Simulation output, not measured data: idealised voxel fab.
Herein follows the process module entitled voxel released beams.
FYI the section here is cut, 235 nm wide, cells are 5 nm squares.
Heads up, the way a cross-section reads in here is a grid of square cells, handed over as bands from the top down, with every band being one or more rows of cells.
The entry gives the band's vertical extent as a top height and a bottom height in nm, then its horizontal make-up as materials from left to right, each with a width in nm. "empty" stands for empty space; a single material marked "edge to edge" fills the band edge to edge.
Height is counted from the level 0, under which the received wafer is composed throughout of one material. The lowest of the bands is not closed at the bottom but continues downward, in the notation "0 and below".
With a width like "30 to 40", each row of cells in the band differs from the next by the same amount, the top row carrying the first number and the bottom row the second.
Reading "no modification" for a step: not a cell of the cross-section changed in it.
In "Unvented voids" the enclosed voids are listed, meaning empty spaces of 8 cells or larger without any opening to the top. The form is width x height at distance, distance from the left edge, units nm.
Read whatever lies past the settings on a step's line as the simulator's own remark about the step.
The line of a step may include "overlay nm". On a step with a mask, this value is how far to the right of its planned place the mask lay. A negative value means the mask lay to the left.
**So here's the lineup of process steps we planned**
1) RECEIVE with material Si
2) CONFORMAL_DEP with material Al2O3, thk nm 5
3) DIRECTIONAL_DEP with material SiO2, thk nm 20
4) MASKED_ETCH with tone open, mask id ANCHOR, width nm 20, etch materials SiO2, depth nm 20, overlay nm 0
5) CONFORMAL_DEP with material W, thk nm 10
6) MASKED_ETCH with tone cover, mask id BEAM, width nm 100, etch materials W, depth nm 10, overlay nm 0
7) STRIP with etch materials SiO2
The width nm used in step 4 is not the same on every wafer, whereas the starting condition is; the value printed in the plan is the first wafer's.
**Cross-section, first of several wafers, as delivered after step 1**
	0 and below: Si edge to edge
	Unvented voids: none
**Once step 7, the last step, is complete, the module is at its end; this is the cross-section of the first of several wafers**
	35 down to 25: empty (65); W (100); empty (70)
	25 down to 5: empty (75); W (20); empty (140)
	5 down to 0: Al2O3 edge to edge
	0 and below: Si edge to edge
	Unvented voids: none
**Sectional view of the last wafer upon completion of the module**
	35 down to 25: empty (65); W (10); empty (25); W (65); empty (70)
	25 down to 15: empty (65); W (10); empty (25); W (10); empty (125)
	15 down to 5: empty (65); W (45); empty (125)
	5 down to 0: Al2O3 edge to edge
	0 and below: Si edge to edge
	Unvented voids: none
**Heads up, this table goes wafer by wafer. A row tells you, at the end of the module, how many cells of each material that wafer has put on (+) or dropped (-) since it was received, and then its closed voids**
width nm 20; +47 Al2O3; +56 W; Unvented voids: none
width nm 25; +47 Al2O3; +56 W; Unvented voids: none
width nm 30; +47 Al2O3; +56 W; Unvented voids: none
width nm 35; +47 Al2O3; +56 W; Unvented voids: none
width nm 40; +47 Al2O3; +56 W; Unvented voids: none
width nm 45; +47 Al2O3; +56 W; Unvented voids: none
